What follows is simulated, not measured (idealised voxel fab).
process module | voxel capacitor over wiring
cross-section cut | 280 nm wide | cells 5 nm
A cross-section is a grid of square cells, given in bands from the top down. A band is one or more rows of cells.
Each band's line starts with the height of the band's top and of its bottom, in nm. Then come its materials from left to right, each with its width in nm. One material with "throughout" fills the band from edge to edge. "air" is empty space.
Height 0 is the level under which the wafer as received is all one material. The lowest band goes on downwards, as in "0 down".
A width such as "30 to 40" changes by the same amount from each row of cells to the next, from the band's top row to its bottom row.
"no change" after a step means that no cell of the cross-section changed.
closed voids: empty space of 8 cells or more with no open way to the top, each as width x height at its distance from the left edge, in nm
after a step's settings: what the simulator itself notes on the step
overlay nm, on a step with a mask: how far to the right of its planned place the mask lay; to the left if negative
plan
1 op RECEIVE | material Si
2 op CONFORMAL_DEP | material SiO2 | thk nm 10
3 op DIRECTIONAL_DEP | material TiN | thk nm 5
4 op DIRECTIONAL_DEP | material W | thk nm 20
5 op PATTERN | tone cover | mask id METAL_1 | material resist | width nm 20 | pitch nm 75 | thk nm 15 | overlay nm 0
6 op DIRECTIONAL_ETCH | etch materials W | depth nm 20
7 op DIRECTIONAL_ETCH | etch materials TiN | depth nm 5
8 op STRIP | etch materials resist
9 op FILL_DEP | material lowk | thk nm 5
10 op CMP | height nm 35
11 op CONFORMAL_DEP | material SiCN | thk nm 5
12 op DIRECTIONAL_DEP | material SiO2 | thk nm 20
13 op DIRECTIONAL_DEP | material aC | thk nm 15
14 op PATTERN | tone open | mask id PLUG_1 | material resist | width nm 15 | thk nm 35 | overlay nm 0
15 op DIRECTIONAL_ETCH | etch materials aC | depth nm 15
16 op STRIP | etch materials resist
17 op DIRECTIONAL_ETCH | etch materials SiO2 | depth nm 20
18 op DIRECTIONAL_ETCH | etch materials SiCN | depth nm 5
19 op STRIP | etch materials aC
20 op EPI | material Ru | thk nm 10
21 op EPI | material Ru | thk nm 10
22 op EPI | material Ru | thk nm 5
23 op DIRECTIONAL_DEP | material TiN | thk nm 5
24 op DIRECTIONAL_DEP | material SiN | thk nm 5
25 op DIRECTIONAL_DEP | material TiN | thk nm 5
26 op PATTERN | tone cover | mask id UPPER_PLATE | material resist | width nm 60 | thk nm 20 | overlay nm 0
27 op DIRECTIONAL_ETCH | etch materials TiN | depth nm 5
28 op DIRECTIONAL_ETCH | etch materials SiN | depth nm 5
29 op STRIP | etch materials resist
30 op MASKED_ETCH | tone cover | mask id LOWER_PLATE | width nm 70 | etch materials TiN | depth nm 5 | overlay nm -15
31 op FILL_DEP | material SiO2 | thk nm 15
32 op CMP | height nm 85
33 op MASKED_ETCH | tone open | mask id PLUG_2 | width nm 15 | etch materials SiO2 | depth nm 10 | overlay nm 0
34 op CONFORMAL_DEP | material TiN | thk nm 5
35 op FILL_DEP | material Cu | thk nm 5
36 op CMP | height nm 85
37 op CONFORMAL_DEP | material SiCN | thk nm 5
varied across the wafers: overlay nm of step 30. The plan shows the first wafer's value. All wafers start alike
first wafer as received, after step 1
  0 down: Si throughout
  closed voids: none
first wafer at the end, after step 37
  90 to 85: SiCN throughout
  85 to 80: SiO2 105 | TiN 5 | Cu 5 | TiN 5 | SiO2 160
  80 to 70: SiO2 105 to 95 | TiN 15 to 50 | SiO2 160 to 135
  70 to 65: SiO2 95 | SiN 60 | SiO2 125
  65 to 60: SiO2 75 | TiN 80 | SiO2 125
  60 to 40: SiO2 95 | Ru 15 | SiO2 170
  40 to 35: SiCN 95 | Ru 15 | SiCN 170
  35 to 15: lowk 90 | W 20 | lowk 55 | W 20 | lowk 95
  15 to 10: lowk 90 | TiN 20 | lowk 55 | TiN 20 | lowk 95
  10 to 0: SiO2 throughout
  0 down: Si throughout
  closed voids: none
last wafer at the end
  90 to 85: SiCN throughout
  85 to 80: SiO2 105 | TiN 5 | Cu 5 | TiN 5 | SiO2 160
  80 to 70: SiO2 105 | TiN 15 to 50 | SiO2 160 to 125
  70 to 65: SiO2 95 | SiN 60 | SiO2 125
  65 to 60: SiO2 95 | TiN 80 | SiO2 105
  60 to 40: SiO2 95 | Ru 15 | SiO2 170
  40 to 35: SiCN 95 | Ru 15 | SiCN 170
  35 to 15: lowk 90 | W 20 | lowk 55 | W 20 | lowk 95
  15 to 10: lowk 90 | TiN 20 | lowk 55 | TiN 20 | lowk 95
  10 to 0: SiO2 throughout
  0 down: Si throughout
  closed voids: none
each wafer at the end: cells of each material gained (+) or lost (-) since it was received, then its closed voids
overlay nm -15 | +1 Cu | +15 Ru | +109 SiCN | +12 SiN | +560 SiO2 | +39 TiN | +32 W | +240 lowk | closed voids: none
overlay nm -10 | +1 Cu | +15 Ru | +109 SiCN | +12 SiN | +560 SiO2 | +39 TiN | +32 W | +240 lowk | closed voids: none
overlay nm -5 | +1 Cu | +15 Ru | +109 SiCN | +12 SiN | +560 SiO2 | +39 TiN | +32 W | +240 lowk | closed voids: none
overlay nm 0 | +1 Cu | +15 Ru | +109 SiCN | +12 SiN | +560 SiO2 | +39 TiN | +32 W | +240 lowk | closed voids: none
overlay nm 5 | +1 Cu | +15 Ru | +109 SiCN | +12 SiN | +560 SiO2 | +39 TiN | +32 W | +240 lowk | closed voids: none
overlay nm 10 | +1 Cu | +15 Ru | +109 SiCN | +12 SiN | +560 SiO2 | +39 TiN | +32 W | +240 lowk | closed voids: none
overlay nm 15 | +1 Cu | +15 Ru | +109 SiCN | +12 SiN | +560 SiO2 | +39 TiN | +32 W | +240 lowk | closed voids: none
